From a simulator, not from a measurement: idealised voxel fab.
You're looking at the process module voxel gate over fins.
Pictured: cross-section cut, 265 nm wide, on a grid of 5 nm square cells.
For the purposes of this document, a cross-section shall be understood as a grid of square cells, specified as bands listed in top-to-bottom order, each band consisting of one or more rows of cells. Per band: top height and bottom height in nm, followed by the left-to-right materials and their widths in nm; "all across" marks a single material spanning edge to edge, "empty" marks empty space. Where do heights start? At 0: under that level the wafer as delivered is made of one material only. And the lowest band has no floor; it just carries on downward, as in "from 0 down". With a width like "30..40", each row of cells in the band differs from the next by the same amount, the top row carrying the first number and the bottom row the second. For the purposes of this document, the phrase "changes: none" attached to a step denotes that no cell within the cross-section was modified by that step. What "Sealed internal cavities" gives you is every empty space of 8 cells or more that is cut off from the top. Each appears as width x height at distance, with the distance taken from the left edge and width, height and distance all in nm. Post-settings text on a step line: simulator's own remark regarding the step. If you see "overlay nm" on a step's line and that step has a mask, it's telling you how far right of where it was planned the mask ended up; a negative number means it went left instead.
## The process steps that were planned are listed below
1: RECEIVE with material Si
2: CONFORMAL_DEP with material SiN, thk nm 10
3: MASKED_ETCH with tone cover, mask id FINS, width nm 15, pitch nm 60, etch materials SiN, depth nm 10, overlay nm 0
4: MASKED_ETCH with tone cover, mask id FINS, width nm 15, pitch nm 60, etch materials Si, depth nm 40, overlay nm 0
5: OXIDIZE with depth nm 5
6: FILL_DEP with material SiO2, thk nm 5
7: CMP with height nm 10
8: MASKED_ETCH with tone open, mask id RAIL, width nm 15, etch materials SiO2, depth nm 45, overlay nm 0
9: CONFORMAL_DEP with material TiN, thk nm 5
10: FILL_DEP with material Ru, thk nm 10
11: CMP with height nm 10
12: SELECTIVE_ETCH with etch materials W Ru TiN, depth nm 30
13: FILL_DEP with material SiO2, thk nm 5
14: CMP with height nm 10
15: SELECTIVE_ETCH with etch materials SiO2, depth nm 20
16: STRIP with etch materials SiN
17: CONFORMAL_DEP with material HfO2, thk nm 5
18: CONFORMAL_DEP with material TiN, thk nm 5
19: CONFORMAL_DEP with material TiAl, thk nm 5
20: CONFORMAL_DEP with material TiN, thk nm 5
21: FILL_DEP with material W, thk nm 10
22: CMP with height nm 25
23: CONFORMAL_DEP with material SiCN, thk nm 10
## This is the cross-section of the wafer as we received it, i.e. after step 1
> from 0 down = Si all across
> Sealed internal cavities: none
## One mistake in running the module, otherwise start and plan as above: cross-section at the end
> from 35 to 25 = SiO2 all across
> from 25 to 20 = W all across
> from 20 to 15 = W=20, then TiN=45, then W=15, then TiN=45, then W=15, then TiN=45, then W=15, then TiN=45, then W=20
> from 15 to 10 = W=20, then TiN=5, then TiAl=35, then TiN=5, then W=15, then TiN=5, then TiAl=35, then TiN=5, then W=15, then TiN=5, then TiAl=35, then TiN=5, then W=15, then TiN=5, then TiAl=35, then TiN=5, then W=20
> from 10 to 5 = TiN=25, then TiAl=5, then TiN=25, then TiAl=5, then TiN=25, then TiAl=5, then TiN=25, then TiAl=5, then TiN=25, then TiAl=5, then TiN=25, then TiAl=5, then TiN=25, then TiAl=5, then TiN=25, then TiAl=5, then TiN=25
> from 5 to 0 = TiAl=30, then TiN=5, then HfO2=15, then TiN=5, then TiAl=35, then TiN=5, then HfO2=15, then TiN=5, then TiAl=35, then TiN=5, then HfO2=15, then TiN=5, then TiAl=35, then TiN=5, then HfO2=15, then TiN=5, then TiAl=30
> from 0 to -5 = TiN=35, then HfO2=5, then Si=5, then HfO2=5, then TiN=45, then HfO2=5, then Si=5, then HfO2=5, then TiN=45, then HfO2=5, then Si=5, then HfO2=5, then TiN=45, then HfO2=5, then Si=5, then HfO2=5, then TiN=35
> from -5 to -10 = HfO2=40, then Si=5, then HfO2=55, then Si=5, then HfO2=55, then Si=5, then HfO2=55, then Si=5, then HfO2=40
> from -10 to -20 = SiO2=40, then Si=5, then SiO2=55, then Si=5, then SiO2=55, then Si=5, then SiO2=55, then Si=5, then SiO2=40
> from -20 to -30 = SiO2=40, then Si=5, then SiO2=20, then TiN=5, then Ru=5, then TiN=5, then SiO2=20, then Si=5, then SiO2=55, then Si=5, then SiO2=55, then Si=5, then SiO2=40
> from -30 to -35 = SiO2=40, then Si=5, then SiO2=20, then TiN=15, then SiO2=20, then Si=5, then SiO2=55, then Si=5, then SiO2=55, then Si=5, then SiO2=40
> from -35 to -45 = SiO2=40, then Si=5, then SiO2=55, then Si=5, then SiO2=55, then Si=5, then SiO2=55, then Si=5, then SiO2=40
> from -45 down = Si all across
> Sealed internal cavities: none
what went wrong: rather than as planned, step 23 actually ran as CONFORMAL_DEP with material SiO2, thk nm 10
